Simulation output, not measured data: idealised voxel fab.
Process module name: voxel released beams
It is cross-section cut that appears here, measuring 210 nm in width, its square cells being 5 nm in size.
Throughout this document, each cross-section is represented as a grid of square cells and is presented as a sequence of bands enumerated from the top downward, where a band comprises one or more rows of cells.
Heights first: top, then bottom, in nm. Then materials, left to right, each with a width in nm. "full width" on a single material: fills the band edge to edge. "empty": empty space.
Heads up on the height convention: 0 is the point under which the incoming wafer is all one material, and the lowest band has no bottom, it just keeps going down, like "0 nm and below".
Width: "30..40" (first number = top row, second number = bottom row, same change from row to row of cells).
"stayed the same" (step): cross-section cells unchanged, all of them.
Look at "Sealed void listing" for the closed voids: empty spaces with no open path to the top, sized 8 cells or up. Each is width x height at distance, distance from the left edge, all nm.
Formally, on a step line, whatever follows the settings is a remark that the simulator itself makes on the step.
overlay nm: mask offset rightward from planned place, masked step; negative means leftward offset.
-- The planned process steps are enumerated hereunder
1. RECEIVE with material Si
2. CONFORMAL_DEP with material SiN, thk nm 10
3. DIRECTIONAL_DEP with material SiO2, thk nm 10
4. PATTERN with tone open, mask id ANCHOR, material resist, width nm 45, thk nm 20, overlay nm 0
5. DIRECTIONAL_ETCH with etch materials SiO2, depth nm 5
6. STRIP with etch materials resist
7. CONFORMAL_DEP with material W, thk nm 15
8. PATTERN with tone cover, mask id BEAM, material resist, width nm 115, thk nm 15, overlay nm 0
9. DIRECTIONAL_ETCH with etch materials W, depth nm 15
10. STRIP with etch materials resist
11. STRIP with etch materials SiO2
It is noted that the wafers described herein are identical at the outset and are distinguished by the depth nm of step 5; the value stated in the plan corresponds to the first wafer.
-- Cross-section: the first of several wafers in its as-received state, i.e. following step 1
> 0 nm and below = Si full width
> Sealed void listing: none
-- Per wafer (row), end of module: delta in cells per material since receipt, (+) for gained, (-) for lost; closed voids after that
depth nm 5; +84 SiN; Sealed void listing: none
depth nm 10; +84 SiN; +81 W; Sealed void listing: none
depth nm 15; +84 SiN; +81 W; Sealed void listing: none
depth nm 20; +84 SiN; +81 W; Sealed void listing: none
depth nm 25; +84 SiN; +81 W; Sealed void listing: none
